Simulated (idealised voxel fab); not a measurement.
The process module presented herein is designated voxel gate over fins.
We display cut, a cross-section 290 nm in width whose square cells are each 5 nm.
Heads up, the way a cross-section reads in here is a grid of square cells, handed over as bands from the top down, with every band being one or more rows of cells.
A band entry consists of two parts. The first gives the height of the band's top and the height of its bottom, in nm. The rest lists the band's materials from left to right, each with its width in nm. A single material labelled with the word "edge to edge" fills the band from edge to edge, and the word "blank" marks empty space.
The level at which height equals 0 is the one under which the wafer, as it arrives, is entirely one material. No lower edge exists for the bottom band, which continues downward and is notated as in "0 -> down".
Graded width ("30..40"): value in top row of band = first number; value in bottom row = second number; row-to-row change constant.
When a step is marked "all unchanged", none of the cells in the cross-section changed during that step.
Under "Encapsulated voids" you'll find the enclosed gaps, the ones with no way out to the top, that are 8 cells or bigger; each reads width x height at distance, with distance counted from the left edge, everything in nm.
The remark found on a step's line after its settings is issued by the simulator itself and pertains to that step.
overlay nm: mask right of planned place by this much (step with mask). Neg. = left.
This section lists the process steps that were planned
1. RECEIVE (material Si)
2. CONFORMAL_DEP (material SiN; thk nm 5)
3. DIRECTIONAL_DEP (material aC; thk nm 10)
4. PATTERN (tone cover; mask id FINS; material resist; width nm 15; pitch nm 55; thk nm 30; overlay nm 0)
5. DIRECTIONAL_ETCH (etch materials aC; depth nm 10)
6. STRIP (etch materials resist)
7. DIRECTIONAL_ETCH (etch materials SiN; depth nm 5)
8. DIRECTIONAL_ETCH (etch materials Si; depth nm 35)
9. STRIP (etch materials aC)
10. FILL_DEP (material SiO2; thk nm 15)
11. CMP (height nm 5)
12. DIRECTIONAL_DEP (material aC; thk nm 15)
13. PATTERN (tone open; mask id RAIL; material resist; width nm 15; thk nm 35; overlay nm 0)
14. DIRECTIONAL_ETCH (etch materials aC; depth nm 15)
15. STRIP (etch materials resist)
16. DIRECTIONAL_ETCH (etch materials SiO2; depth nm 35)
17. STRIP (etch materials aC)
18. CONFORMAL_DEP (material TiN; thk nm 5)
19. FILL_DEP (material Ru; thk nm 5)
20. CMP (height nm 5)
21. SELECTIVE_ETCH (etch materials W Ru TiN; depth nm 20)
22. FILL_DEP (material SiO2; thk nm 5)
23. CMP (height nm 5)
24. SELECTIVE_ETCH (etch materials SiO2; depth nm 15)
25. STRIP (etch materials SiN)
26. CONFORMAL_DEP (material HfO2; thk nm 5)
27. CONFORMAL_DEP (material TiN; thk nm 5)
28. CONFORMAL_DEP (material TiAl; thk nm 5)
29. CONFORMAL_DEP (material TiN; thk nm 5)
30. FILL_DEP (material W; thk nm 15)
31. CMP (height nm 30)
32. CONFORMAL_DEP (material SiCN; thk nm 10)
Received-state cross-section, reflecting completion of step 1
* 0 -> down = Si edge to edge
* Encapsulated voids: none
Post-module cross-section: identical start and plan to those above, one misstep in execution
* 45 -> 30 = SiCN edge to edge
* 30 -> 20 = W edge to edge
* 20 -> 15 = W 90 nm / TiN 110 nm / W 90 nm
* 15 -> 10 = W 90 nm / TiN 5 nm / TiAl 45 nm / TiN 10 nm / TiAl 45 nm / TiN 5 nm / W 90 nm
* 10 -> 5 = TiN 95 nm / TiAl 5 nm / TiN 35 nm / TiAl 5 nm / TiN 10 nm / TiAl 5 nm / TiN 35 nm / TiAl 5 nm / TiN 95 nm
* 5 -> 0 = TiAl 100 nm / TiN 5 nm / HfO2 25 nm / TiN 5 nm / TiAl 20 nm / TiN 5 nm / HfO2 25 nm / TiN 5 nm / TiAl 100 nm
* 0 -> -5 = TiN 105 nm / HfO2 5 nm / Si 15 nm / HfO2 5 nm / TiN 30 nm / HfO2 5 nm / Si 15 nm / HfO2 5 nm / TiN 105 nm
* -5 -> -10 = HfO2 110 nm / Si 15 nm / HfO2 40 nm / Si 15 nm / HfO2 110 nm
* -10 -> -15 = SiO2 110 nm / Si 15 nm / SiO2 40 nm / Si 15 nm / SiO2 110 nm
* -15 -> -25 = SiO2 110 nm / Si 15 nm / SiO2 10 nm / TiN 5 nm / Ru 5 nm / TiN 5 nm / SiO2 15 nm / Si 15 nm / SiO2 110 nm
* -25 -> -30 = SiO2 110 nm / Si 15 nm / SiO2 10 nm / TiN 15 nm / SiO2 15 nm / Si 15 nm / SiO2 110 nm
* -30 -> -35 = SiO2 110 nm / Si 15 nm / SiO2 40 nm / Si 15 nm / SiO2 110 nm
* -35 -> down = Si edge to edge
* Encapsulated voids: none
Want to know what went wrong? step 32 was not run as planned; what actually ran was CONFORMAL_DEP (material SiCN; thk nm 15)
